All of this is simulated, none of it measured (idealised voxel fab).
This section sets out a process module, namely voxel transistor to metal.
The width of the displayed cross-section, cut, is 155 nm; its cells are square, with a size of 5 nm.
Format of a cross-section: grid, square cells. Given as bands. Order: top down. Band: one or more rows of cells. A band entry consists of two parts. The first gives the height of the band's top and the height of its bottom, in nm. The rest lists the band's materials from left to right, each with its width in nm. A single material labelled with the word "throughout" fills the band from edge to edge, and the word "empty" marks empty space. Heights are reckoned from 0. Under this level, the received wafer is all of one material. The bottommost band is open-ended downward, for example "0 nm and below". You'd read "30->40" like this: the band's top row of cells is as wide as the first number, its bottom row is as wide as the second, and going down, every row changes width by the same amount as the row before did. Key: "nothing was modified" - step with no changed cell in the cross-section. "Voids, fully enclosed" means: voids of 8 cells or more that are shut off from the top with no open way through. Written width x height at distance, distance from the left edge, in nm. On a step's line, text after the settings is the simulator commenting on that step. "overlay nm" on a masked step: distance the mask lay right of its planned place, negative for left.
Below is the list of planned process steps:
1,RECEIVE,material Si
2,OXIDIZE,depth nm 5
3,CONFORMAL_DEP,material SiN,thk nm 10
4,PATTERN,tone cover,mask id ACTIVE,material resist,width nm 100,thk nm 20,overlay nm 0
5,DIRECTIONAL_ETCH,etch materials SiN,depth nm 10
6,DIRECTIONAL_ETCH,etch materials SiO2,depth nm 5
7,DIRECTIONAL_ETCH,etch materials Si,depth nm 20
8,STRIP,etch materials resist
9,OXIDIZE,depth nm 5
10,FILL_DEP,material SiO2,thk nm 5
11,CMP,height nm 10
12,SELECTIVE_ETCH,etch materials SiO2,depth nm 10
13,STRIP,etch materials SiN
14,SELECTIVE_ETCH,etch materials SiO2,depth nm 5
15,OXIDIZE,depth nm 5
16,DIRECTIONAL_DEP,material polySi,thk nm 20
17,DIRECTIONAL_DEP,material SiCN,thk nm 10
18,PATTERN,tone cover,mask id GATE,material resist,width nm 20,thk nm 20,overlay nm 0
19,DIRECTIONAL_ETCH,etch materials SiCN,depth nm 20
20,DIRECTIONAL_ETCH,etch materials polySi,depth nm 30
21,STRIP,etch materials resist
22,CONFORMAL_DEP,material SiN,thk nm 5
23,DIRECTIONAL_ETCH,etch materials SiN,depth nm 5
24,DIRECTIONAL_ETCH,etch materials SiO2,depth nm 5
25,DIRECTIONAL_ETCH,etch materials Si,depth nm 5
26,EPI,material pSi,thk nm 5
27,FILL_DEP,material SiO2,thk nm 10
28,CMP,height nm 25
29,DIRECTIONAL_DEP,material SiO2,thk nm 15
30,PATTERN,tone open,mask id CONTACT,material resist,width nm 30,pitch nm 60,thk nm 15,overlay nm 0
31,DIRECTIONAL_ETCH,etch materials SiO2,depth nm 50
32,STRIP,etch materials resist
33,CONFORMAL_DEP,material TiN,thk nm 5
34,FILL_DEP,material Ru,thk nm 10
35,CMP,height nm 40
36,CONFORMAL_DEP,material SiCN,thk nm 5
37,DIRECTIONAL_DEP,material SiO2,thk nm 20
38,DIRECTIONAL_DEP,material aC,thk nm 10
39,PATTERN,tone open,mask id METAL_1,material resist,width nm 20,pitch nm 70,thk nm 25,overlay nm 0
40,DIRECTIONAL_ETCH,etch materials aC,depth nm 10
41,STRIP,etch materials resist
42,DIRECTIONAL_ETCH,etch materials SiO2,depth nm 20
43,DIRECTIONAL_ETCH,etch materials SiCN,depth nm 5
44,STRIP,etch materials aC
45,CONFORMAL_DEP,material TiN,thk nm 5
46,FILL_DEP,material Ru,thk nm 10
47,CMP,height nm 65
48,EPI,material Ru,thk nm 5
49,FILL_DEP,material SiCN,thk nm 5
50,DIRECTIONAL_DEP,material lowk,thk nm 30
51,MASKED_ETCH,tone open,mask id METAL_2,width nm 20,pitch nm 70,etch materials lowk,depth nm 15,overlay nm 0
52,MASKED_ETCH,tone open,mask id METAL_2_HOLES,width nm 15,pitch nm 70,etch materials lowk,depth nm 15,overlay nm 0
53,MASKED_ETCH,tone open,mask id METAL_2_HOLES,width nm 15,pitch nm 70,etch materials SiCN,depth nm 5,overlay nm 0
54,CONFORMAL_DEP,material TiN,thk nm 5
55,FILL_DEP,material Ru,thk nm 10
56,CMP,height nm 105
57,CONFORMAL_DEP,material SiN,thk nm 5
On the first of the two wafers: run conducted according to plan:
Cross-section of the incoming wafer, state after step 1:
- 0 nm and below  Si throughout
- Voids, fully enclosed: none
After step 2: wafer cross-section:
- 0 nm to -5 nm  SiO2 throughout
- No changes below -5.
After step 3: wafer cross-section:
- 10 nm to 0 nm  SiN throughout
- No changes below 0.
After step 4: wafer cross-section:
- 30 nm to 10 nm  empty 25, then resist 100, then empty 30
- No changes below 10.
After step 5: wafer cross-section:
- 30 nm to 10 nm  empty 25, then resist 100, then empty 30
- 10 nm to 0 nm  empty 25, then SiN 100, then empty 30
- No changes below 0.
After step 6: wafer cross-section:
- 30 nm to 10 nm  empty 25, then resist 100, then empty 30
- 10 nm to 0 nm  empty 25, then SiN 100, then empty 30
- 0 nm to -5 nm  empty 25, then SiO2 100, then empty 30
- No changes below -5.
After step 7: wafer cross-section:
- 30 nm to 10 nm  empty 25, then resist 100, then empty 30
- 10 nm to 0 nm  empty 25, then SiN 100, then empty 30
- 0 nm to -5 nm  empty 25, then SiO2 100, then empty 30
- -5 nm to -25 nm  empty 25, then Si 100, then empty 30
- No changes below -25.
After step 8: wafer cross-section:
- 10 nm to 0 nm  empty 25, then SiN 100, then empty 30
- No changes below 0.
After step 9: wafer cross-section:
- 10 nm to 0 nm  empty 25, then SiN 100, then empty 30
- 0 nm to -5 nm  empty 25, then SiO2 100, then empty 30
- -5 nm to -25 nm  empty 25, then SiO2 5, then Si 90, then SiO2 5, then empty 30
- -25 nm to -30 nm  SiO2 30, then Si 90, then SiO2 35
- No changes below -30.
After step 10: wafer cross-section:
- 15 nm to 10 nm  SiO2 throughout
- 10 nm to 0 nm  SiO2 25, then SiN 100, then SiO2 30
- 0 nm to -5 nm  SiO2 throughout
- -5 nm to -30 nm  SiO2 30, then Si 90, then SiO2 35
- No changes below -30.
After step 11: wafer cross-section:
- 10 nm to 0 nm  SiO2 25, then SiN 100, then SiO2 30
- No changes below 0.
After step 12: wafer cross-section:
- 10 nm to 0 nm  empty 25, then SiN 100, then empty 30
- No changes below 0.
After step 13: wafer cross-section:
- 0 nm to -5 nm  SiO2 throughout
- No changes below -5.
After step 14: wafer cross-section:
- -5 nm to -30 nm  SiO2 30, then Si 90, then SiO2 35
- No changes below -30.
After step 15: wafer cross-section:
- -5 nm to -10 nm  SiO2 throughout
- No changes below -10.
After step 16: wafer cross-section:
- 15 nm to -5 nm  polySi throughout
- No changes below -5.
After step 17: wafer cross-section:
- 25 nm to 15 nm  SiCN throughout
- No changes below 15.
After step 18: wafer cross-section:
- 45 nm to 25 nm  empty 65, then resist 20, then empty 70
- No changes below 25.
After step 19: wafer cross-section:
- 45 nm to 25 nm  empty 65, then resist 20, then empty 70
- 25 nm to 15 nm  empty 65, then SiCN 20, then empty 70
- No changes below 15.
After step 20: wafer cross-section:
- 45 nm to 25 nm  empty 65, then resist 20, then empty 70
- 25 nm to 15 nm  empty 65, then SiCN 20, then empty 70
- 15 nm to -5 nm  empty 65, then polySi 20, then empty 70
- No changes below -5.
After step 21: wafer cross-section:
- 25 nm to 15 nm  empty 65, then SiCN 20, then empty 70
- No changes below 15.
After step 22: wafer cross-section:
- 30 nm to 25 nm  empty 60, then SiN 30, then empty 65
- 25 nm to 15 nm  empty 60, then SiN 5, then SiCN 20, then SiN 5, then empty 65
- 15 nm to 0 nm  empty 60, then SiN 5, then polySi 20, then SiN 5, then empty 65
- 0 nm to -5 nm  SiN 65, then polySi 20, then SiN 70
- No changes below -5.
After step 23: wafer cross-section:
- 25 nm to 15 nm  empty 60, then SiN 5, then SiCN 20, then SiN 5, then empty 65
- 15 nm to -5 nm  empty 60, then SiN 5, then polySi 20, then SiN 5, then empty 65
- No changes below -5.
After step 24: wafer cross-section:
- 25 nm to 15 nm  empty 60, then SiN 5, then SiCN 20, then SiN 5, then empty 65
- 15 nm to -5 nm  empty 60, then SiN 5, then polySi 20, then SiN 5, then empty 65
- -5 nm to -10 nm  empty 60, then SiO2 30, then empty 65
- No changes below -10.
After step 25: wafer cross-section:
- 25 nm to 15 nm  empty 60, then SiN 5, then SiCN 20, then SiN 5, then empty 65
- 15 nm to -5 nm  empty 60, then SiN 5, then polySi 20, then SiN 5, then empty 65
- -5 nm to -10 nm  empty 60, then SiO2 30, then empty 65
- -10 nm to -15 nm  SiO2 30, then empty 30, then Si 30, then empty 30, then SiO2 35
- No changes below -15.
After step 26: wafer cross-section:
- 25 nm to 15 nm  empty 60, then SiN 5, then SiCN 20, then SiN 5, then empty 65
- 15 nm to -5 nm  empty 60, then SiN 5, then polySi 20, then SiN 5, then empty 65
- -5 nm to -10 nm  empty 55, then pSi 5, then SiO2 30, then pSi 5, then empty 60
- -10 nm to -15 nm  SiO2 30, then pSi 30, then Si 30, then pSi 30, then SiO2 35
- No changes below -15.
After step 27: wafer cross-section:
- 35 nm to 25 nm  SiO2 throughout
- 25 nm to 15 nm  SiO2 60, then SiN 5, then SiCN 20, then SiN 5, then SiO2 65
- 15 nm to -5 nm  SiO2 60, then SiN 5, then polySi 20, then SiN 5, then SiO2 65
- -5 nm to -10 nm  SiO2 55, then pSi 5, then SiO2 30, then pSi 5, then SiO2 60
- No changes below -10.
After step 28: wafer cross-section:
- 25 nm to 15 nm  SiO2 60, then SiN 5, then SiCN 20, then SiN 5, then SiO2 65
- No changes below 15.
After step 29: wafer cross-section:
- 40 nm to 25 nm  SiO2 throughout
- No changes below 25.
After step 30: wafer cross-section:
- 55 nm to 40 nm  resist 30, then empty 30, then resist 30, then empty 30, then resist 35
- No changes below 40.
After step 31: wafer cross-section:
- 55 nm to 40 nm  resist 30, then empty 30, then resist 30, then empty 30, then resist 35
- 40 nm to 25 nm  SiO2 30, then empty 30, then SiO2 30, then empty 30, then SiO2 35
- 25 nm to 15 nm  SiO2 30, then empty 30, then SiN 5, then SiCN 20, then SiN 5, then empty 30, then SiO2 35
- 15 nm to -5 nm  SiO2 30, then empty 30, then SiN 5, then polySi 20, then SiN 5, then empty 30, then SiO2 35
- -5 nm to -10 nm  SiO2 30, then empty 25, then pSi 5, then SiO2 30, then pSi 5, then empty 25, then SiO2 35
- No changes below -10.
After step 32: wafer cross-section:
- 40 nm to 25 nm  SiO2 30, then empty 30, then SiO2 30, then empty 30, then SiO2 35
- No changes below 25.
After step 33: wafer cross-section:
- 45 nm to 40 nm  TiN 35, then empty 20, then TiN 40, then empty 20, then TiN 40
- 40 nm to 25 nm  SiO2 30, then TiN 5, then empty 20, then TiN 5, then SiO2 30, then TiN 5, then empty 20, then TiN 5, then SiO2 35
- 25 nm to 15 nm  SiO2 30, then TiN 5, then empty 20, then TiN 5, then SiN 5, then SiCN 20, then SiN 5, then TiN 5, then empty 20, then TiN 5, then SiO2 35
- 15 nm to 0 nm  SiO2 30, then TiN 5, then empty 20, then TiN 5, then SiN 5, then polySi 20, then SiN 5, then TiN 5, then empty 20, then TiN 5, then SiO2 35
- 0 nm to -5 nm  SiO2 30, then TiN 5, then empty 15, then TiN 10, then SiN 5, then polySi 20, then SiN 5, then TiN 10, then empty 15, then TiN 5, then SiO2 35
- -5 nm to -10 nm  SiO2 30, then TiN 25, then pSi 5, then SiO2 30, then pSi 5, then TiN 25, then SiO2 35
- No changes below -10.
After step 34: wafer cross-section:
- 55 nm to 45 nm  Ru throughout
- 45 nm to 40 nm  TiN 35, then Ru 20, then TiN 40, then Ru 20, then TiN 40
- 40 nm to 25 nm  SiO2 30, then TiN 5, then Ru 20, then TiN 5, then SiO2 30, then TiN 5, then Ru 20, then TiN 5, then SiO2 35
- 25 nm to 15 nm  SiO2 30, then TiN 5, then Ru 20, then TiN 5, then SiN 5, then SiCN 20, then SiN 5, then TiN 5, then Ru 20, then TiN 5, then SiO2 35
- 15 nm to 0 nm  SiO2 30, then TiN 5, then Ru 20, then TiN 5, then SiN 5, then polySi 20, then SiN 5, then TiN 5, then Ru 20, then TiN 5, then SiO2 35
- 0 nm to -5 nm  SiO2 30, then TiN 5, then Ru 15, then TiN 10, then SiN 5, then polySi 20, then SiN 5, then TiN 10, then Ru 15, then TiN 5, then SiO2 35
- No changes below -5.
After step 35: wafer cross-section:
- 40 nm to 25 nm  SiO2 30, then TiN 5, then Ru 20, then TiN 5, then SiO2 30, then TiN 5, then Ru 20, then TiN 5, then SiO2 35
- No changes below 25.
After step 36: wafer cross-section:
- 45 nm to 40 nm  SiCN throughout
- No changes below 40.
After step 37: wafer cross-section:
- 65 nm to 45 nm  SiO2 throughout
- No changes below 45.
After step 38: wafer cross-section:
- 75 nm to 65 nm  aC throughout
- No changes below 65.
After step 39: wafer cross-section:
- 100 nm to 75 nm  resist 30, then empty 20, then resist 50, then empty 20, then resist 35
- No changes below 75.
After step 40: wafer cross-section:
- 90 nm to 75 nm  resist 30, then empty 20, then resist 50, then empty 20, then resist 35
- 75 nm to 65 nm  aC 30, then empty 20, then aC 50, then empty 20, then aC 35
- No changes below 65.
After step 41: wafer cross-section:
- 75 nm to 65 nm  aC 30, then empty 20, then aC 50, then empty 20, then aC 35
- No changes below 65.
After step 42: wafer cross-section:
- 75 nm to 65 nm  aC 30, then empty 20, then aC 50, then empty 20, then aC 35
- 65 nm to 45 nm  SiO2 30, then empty 20, then SiO2 50, then empty 20, then SiO2 35
- No changes below 45.
After step 43: wafer cross-section:
- 75 nm to 65 nm  aC 30, then empty 20, then aC 50, then empty 20, then aC 35
- 65 nm to 45 nm  SiO2 30, then empty 20, then SiO2 50, then empty 20, then SiO2 35
- 45 nm to 40 nm  SiCN 30, then empty 20, then SiCN 50, then empty 20, then SiCN 35
- No changes below 40.
After step 44: wafer cross-section:
- 65 nm to 45 nm  SiO2 30, then empty 20, then SiO2 50, then empty 20, then SiO2 35
- No changes below 45.
After step 45: wafer cross-section:
- 70 nm to 65 nm  TiN 35, then empty 10, then TiN 60, then empty 10, then TiN 40
- 65 nm to 45 nm  SiO2 30, then TiN 5, then empty 10, then TiN 5, then SiO2 50, then TiN 5, then empty 10, then TiN 5, then SiO2 35
- 45 nm to 40 nm  SiCN 30, then TiN 20, then SiCN 50, then TiN 20, then SiCN 35
- No changes below 40.
After step 46: wafer cross-section:
- 80 nm to 70 nm  Ru throughout
- 70 nm to 65 nm  TiN 35, then Ru 10, then TiN 60, then Ru 10, then TiN 40
- 65 nm to 45 nm  SiO2 30, then TiN 5, then Ru 10, then TiN 5, then SiO2 50, then TiN 5, then Ru 10, then TiN 5, then SiO2 35
- No changes below 45.
After step 47: wafer cross-section:
- 65 nm to 45 nm  SiO2 30, then TiN 5, then Ru 10, then TiN 5, then SiO2 50, then TiN 5, then Ru 10, then TiN 5, then SiO2 35
- No changes below 45.
After step 48: wafer cross-section:
- 70 nm to 65 nm  empty 25, then Ru 30, then empty 40, then Ru 30, then empty 30
- No changes below 65.
After step 49: wafer cross-section:
- 75 nm to 70 nm  SiCN throughout
- 70 nm to 65 nm  SiCN 25, then Ru 30, then SiCN 40, then Ru 30, then SiCN 30
- No changes below 65.
After step 50: wafer cross-section:
- 105 nm to 75 nm  lowk throughout
- No changes below 75.
After step 51: wafer cross-section:
- 105 nm to 90 nm  lowk 30, then empty 20, then lowk 50, then empty 20, then lowk 35
- No changes below 90.
After step 52: wafer cross-section:
- 105 nm to 90 nm  lowk 30, then empty 20, then lowk 50, then empty 20, then lowk 35
- 90 nm to 75 nm  lowk 30, then empty 15, then lowk 55, then empty 15, then lowk 40
- No changes below 75.
After step 53: wafer cross-section:
- 105 nm to 90 nm  lowk 30, then empty 20, then lowk 50, then empty 20, then lowk 35
- 90 nm to 75 nm  lowk 30, then empty 15, then lowk 55, then empty 15, then lowk 40
- 75 nm to 70 nm  SiCN 30, then empty 15, then SiCN 55, then empty 15, then SiCN 40
- No changes below 70.
After step 54: wafer cross-section:
- 110 nm to 105 nm  TiN 35, then empty 10, then TiN 60, then empty 10, then TiN 40
- 105 nm to 95 nm  lowk 30, then TiN 5, then empty 10, then TiN 5, then lowk 50, then TiN 5, then empty 10, then TiN 5, then lowk 35
- 95 nm to 90 nm  lowk 30, then TiN 5, then empty 5, then TiN 10, then lowk 50, then TiN 5, then empty 5, then TiN 10, then lowk 35
- 90 nm to 75 nm  lowk 30, then TiN 5, then empty 5, then TiN 5, then lowk 55, then TiN 5, then empty 5, then TiN 5, then lowk 40
- 75 nm to 70 nm  SiCN 30, then TiN 15, then SiCN 55, then TiN 15, then SiCN 40
- No changes below 70.
After step 55: wafer cross-section:
- 120 nm to 110 nm  Ru throughout
- 110 nm to 105 nm  TiN 35, then Ru 10, then TiN 60, then Ru 10, then TiN 40
- 105 nm to 95 nm  lowk 30, then TiN 5, then Ru 10, then TiN 5, then lowk 50, then TiN 5, then Ru 10, then TiN 5, then lowk 35
- 95 nm to 90 nm  lowk 30, then TiN 5, then Ru 5, then TiN 10, then lowk 50, then TiN 5, then Ru 5, then TiN 10, then lowk 35
- 90 nm to 75 nm  lowk 30, then TiN 5, then Ru 5, then TiN 5, then lowk 55, then TiN 5, then Ru 5, then TiN 5, then lowk 40
- No changes below 75.
After step 56: wafer cross-section:
- 105 nm to 95 nm  lowk 30, then TiN 5, then Ru 10, then TiN 5, then lowk 50, then TiN 5, then Ru 10, then TiN 5, then lowk 35
- No changes below 95.
After step 57: wafer cross-section:
- 110 nm to 105 nm  SiN throughout
- No changes below 105.
The second wafer: identical to the first at the outset and in its planned sequence, differing only in that one mistake was made during processing; up to and including step 50, its path is the first wafer's path:
Second wafer, cross-section, planned end of step 51:
- 105 nm to 90 nm  lowk 30, then empty 25, then lowk 45, then empty 25, then lowk 30
- No changes below 90.
Second wafer, cross-section, planned end of step 52:
- 105 nm to 90 nm  lowk 30, then empty 25, then lowk 45, then empty 25, then lowk 30
- 90 nm to 75 nm  lowk 30, then empty 15, then lowk 55, then empty 15, then lowk 40
- No changes below 75.
Second wafer, cross-section, planned end of step 53:
- 105 nm to 90 nm  lowk 30, then empty 25, then lowk 45, then empty 25, then lowk 30
- 90 nm to 75 nm  lowk 30, then empty 15, then lowk 55, then empty 15, then lowk 40
- 75 nm to 70 nm  SiCN 30, then empty 15, then SiCN 55, then empty 15, then SiCN 40
- No changes below 70.
Second wafer, cross-section, planned end of step 54:
- 110 nm to 105 nm  TiN 35, then empty 15, then TiN 55, then empty 15, then TiN 35
- 105 nm to 95 nm  lowk 30, then TiN 5, then empty 15, then TiN 5, then lowk 45, then TiN 5, then empty 15, then TiN 5, then lowk 30
- 95 nm to 90 nm  lowk 30, then TiN 5, then empty 5, then TiN 15, then lowk 45, then TiN 5, then empty 5, then TiN 15, then lowk 30
- 90 nm to 75 nm  lowk 30, then TiN 5, then empty 5, then TiN 5, then lowk 55, then TiN 5, then empty 5, then TiN 5, then lowk 40
- 75 nm to 70 nm  SiCN 30, then TiN 15, then SiCN 55, then TiN 15, then SiCN 40
- No changes below 70.
Second wafer, cross-section, planned end of step 55:
- 120 nm to 110 nm  Ru throughout
- 110 nm to 105 nm  TiN 35, then Ru 15, then TiN 55, then Ru 15, then TiN 35
- 105 nm to 95 nm  lowk 30, then TiN 5, then Ru 15, then TiN 5, then lowk 45, then TiN 5, then Ru 15, then TiN 5, then lowk 30
- 95 nm to 90 nm  lowk 30, then TiN 5, then Ru 5, then TiN 15, then lowk 45, then TiN 5, then Ru 5, then TiN 15, then lowk 30
- 90 nm to 75 nm  lowk 30, then TiN 5, then Ru 5, then TiN 5, then lowk 55, then TiN 5, then Ru 5, then TiN 5, then lowk 40
- No changes below 75.
Second wafer, cross-section, planned end of step 56:
- 105 nm to 95 nm  lowk 30, then TiN 5, then Ru 15, then TiN 5, then lowk 45, then TiN 5, then Ru 15, then TiN 5, then lowk 30
- No changes below 95.
Second wafer, cross-section, planned end of step 57:
- 110 nm to 105 nm  SiN throughout
- No changes below 105.
Deviation noted in wafer processing: for step 51, the planned setting was not used; the step was instead run as MASKED_ETCH,tone open,mask id METAL_2,width nm 25,pitch nm 70,etch materials lowk,depth nm 15,overlay nm 0
In the final state, the cell counts of the second wafer exceed or fall short of those of the first for the following materials: +4 Ru; +2 TiN; -6 lowk
